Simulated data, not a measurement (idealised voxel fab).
Process module name: voxel local oxidation
Cross-section cut spans 245 nm and uses square cells 5 nm in size.
Cross-section format: a grid of square cells, given as bands from top to bottom; each band is one or more rows of cells.
Band: top and bottom heights (nm) first, top before bottom; then materials from left to right, widths in nm. "throughout" marks a sole material filling the band edge to edge. "air" denotes empty space.
Heads up on the height convention: 0 is the point under which the incoming wafer is all one material, and the lowest band has no bottom, it just keeps going down, like "from 0 down".
Read "30..40" as a graded width: first number on top, second number at the bottom, same change between each pair of neighbouring rows.
"nothing got changed" -> step changed no cross-section cell.
"Enclosed cavity list" - sealed voids, min. 8 cells, no opening to top; format: width x height at distance (distance from left edge; nm throughout).
The remark found on a step's line after its settings is issued by the simulator itself and pertains to that step.
overlay nm: for a step with a mask, the amount by which the mask lay right of where it was planned; a negative amount means left of it.

**The following list gives the planned process steps**
| 1 | op RECEIVE | material Si |
| 2 | op OXIDIZE | depth nm 5 |
| 3 | op CONFORMAL_DEP | material SiN | thk nm 15 |
| 4 | op MASKED_ETCH | tone cover | mask id ACTIVE | width nm 125 | etch materials SiN | depth nm 15 | overlay nm 0 |
| 5 | op SELECTIVE_ETCH | etch materials SiO2 | depth nm 5 |
| 6 | op OXIDIZE | depth nm 10 |
| 7 | op STRIP | etch materials SiN |
Same starting wafers, different depth nm at step 5. Plan value belongs to the first wafer.

**Step 1 complete: as-received cross-section of the first of several wafers**
from 0 down  Si throughout
Enclosed cavity list: none

**First wafer of several, cross-section, module end, after step 7 (last)**
from 0 to -5  65 of air | 115 of SiO2 | 65 of air
from -5 to -15  75 of SiO2 | 95 of Si | 75 of SiO2
from -15 down  Si throughout
Enclosed cavity list: none

**Module end, final wafer: cross-section**
from 0 to -5  80 of air | 85 of SiO2 | 80 of air
from -5 to -15  90 of SiO2 | 65 of Si | 90 of SiO2
from -15 down  Si throughout
Enclosed cavity list: none

**Gained (+) or lost (-) cells of each material since receipt, then closed voids: one row per wafer, at the end of the module**
depth nm 5 | -109 Si | +83 SiO2 | Enclosed cavity list: none
depth nm 10 | -113 Si | +85 SiO2 | Enclosed cavity list: none
depth nm 15 | -117 Si | +87 SiO2 | Enclosed cavity list: none
depth nm 20 | -121 Si | +89 SiO2 | Enclosed cavity list: none
